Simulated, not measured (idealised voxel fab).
The process module that follows is named voxel gate over fins.
Square cells of 5 nm make up the cross-section cut, whose width is 285 nm.
Notation: cross-section as square-cell grid; stated in bands, top first, going down; one or more cell rows per band.
For a band, the entry starts with two heights in nm, that of the top and then that of the bottom, and carries on with the band's materials in order from left to right, each alongside its width in nm; the word "all across" beside a single material means it fills the band edge to edge, and "air" means empty space.
Note: height 0 marks the level under which the wafer is uniformly one material as received. Lowest band unbounded below, written "top 0, no bottom".
A width such as "30..40" changes by the same amount from each row of cells to the next, from the band's top row to its bottom row.
"left unchanged", as given for a step, is the statement that not any cell of the cross-section underwent a change during that step.
"Enclosed empty spaces" specifies each empty space that is not open to the top and that occupies no fewer than 8 cells, using the form width x height at distance, the distance measured from the left edge and all three quantities in nm.
after a step's settings: what the simulator itself notes on the step
If you see "overlay nm" on a step's line and that step has a mask, it's telling you how far right of where it was planned the mask ended up; a negative number means it went left instead.
The steps planned for the process are as follows
- 1: RECEIVE | material Si
- 2: CONFORMAL_DEP | material SiN | thk nm 10
- 3: MASKED_ETCH | tone cover | mask id FINS | width nm 15 | pitch nm 60 | etch materials SiN | depth nm 10 | overlay nm 0
- 4: MASKED_ETCH | tone cover | mask id FINS | width nm 15 | pitch nm 60 | etch materials Si | depth nm 35 | overlay nm 0
- 5: OXIDIZE | depth nm 5
- 6: FILL_DEP | material SiO2 | thk nm 10
- 7: CMP | height nm 10
- 8: PATTERN | tone open | mask id RAIL | material resist | width nm 15 | thk nm 20 | overlay nm 0
- 9: DIRECTIONAL_ETCH | etch materials SiO2 | depth nm 40
- 10: STRIP | etch materials resist
- 11: CONFORMAL_DEP | material TiN | thk nm 5
- 12: FILL_DEP | material W | thk nm 10
- 13: CMP | height nm 10
- 14: SELECTIVE_ETCH | etch materials W Ru TiN | depth nm 35
- 15: FILL_DEP | material SiO2 | thk nm 5
- 16: CMP | height nm 10
- 17: SELECTIVE_ETCH | etch materials SiO2 | depth nm 25
- 18: STRIP | etch materials SiN
- 19: CONFORMAL_DEP | material HfO2 | thk nm 5
- 20: CONFORMAL_DEP | material TiN | thk nm 5
- 21: CONFORMAL_DEP | material TiAl | thk nm 5
- 22: CONFORMAL_DEP | material TiN | thk nm 5
- 23: FILL_DEP | material W | thk nm 10
- 24: CMP | height nm 25
- 25: CONFORMAL_DEP | material SiCN | thk nm 10
Wafer at receipt (post step 1), cross-section
	top 0, no bottom: Si all across
	Enclosed empty spaces: none
Starting structure and process plan are as shown above, but one mistake was made in running the module; the wafer cross-section at the end of the module follows
	top 35, bottom 25: SiCN all across
	top 25, bottom 20: W all across
	top 20, bottom 15: TiN all across
	top 15, bottom 10: TiAl all across
	top 10, bottom 5: TiN (110) | TiAl (5) | TiN (55) | TiAl (5) | TiN (110)
	top 5, bottom 0: HfO2 (105) | TiN (15) | HfO2 (45) | TiN (15) | HfO2 (105)
	top 0, bottom -5: Si (100) | HfO2 (25) | Si (35) | HfO2 (25) | Si (100)
	top -5, no bottom: Si all across
	Enclosed empty spaces: none
Here's what went sideways: for step 3, the planned setting was not used; the step was instead run as MASKED_ETCH | tone open | mask id FINS | width nm 15 | pitch nm 60 | etch materials SiN | depth nm 10 | overlay nm 0
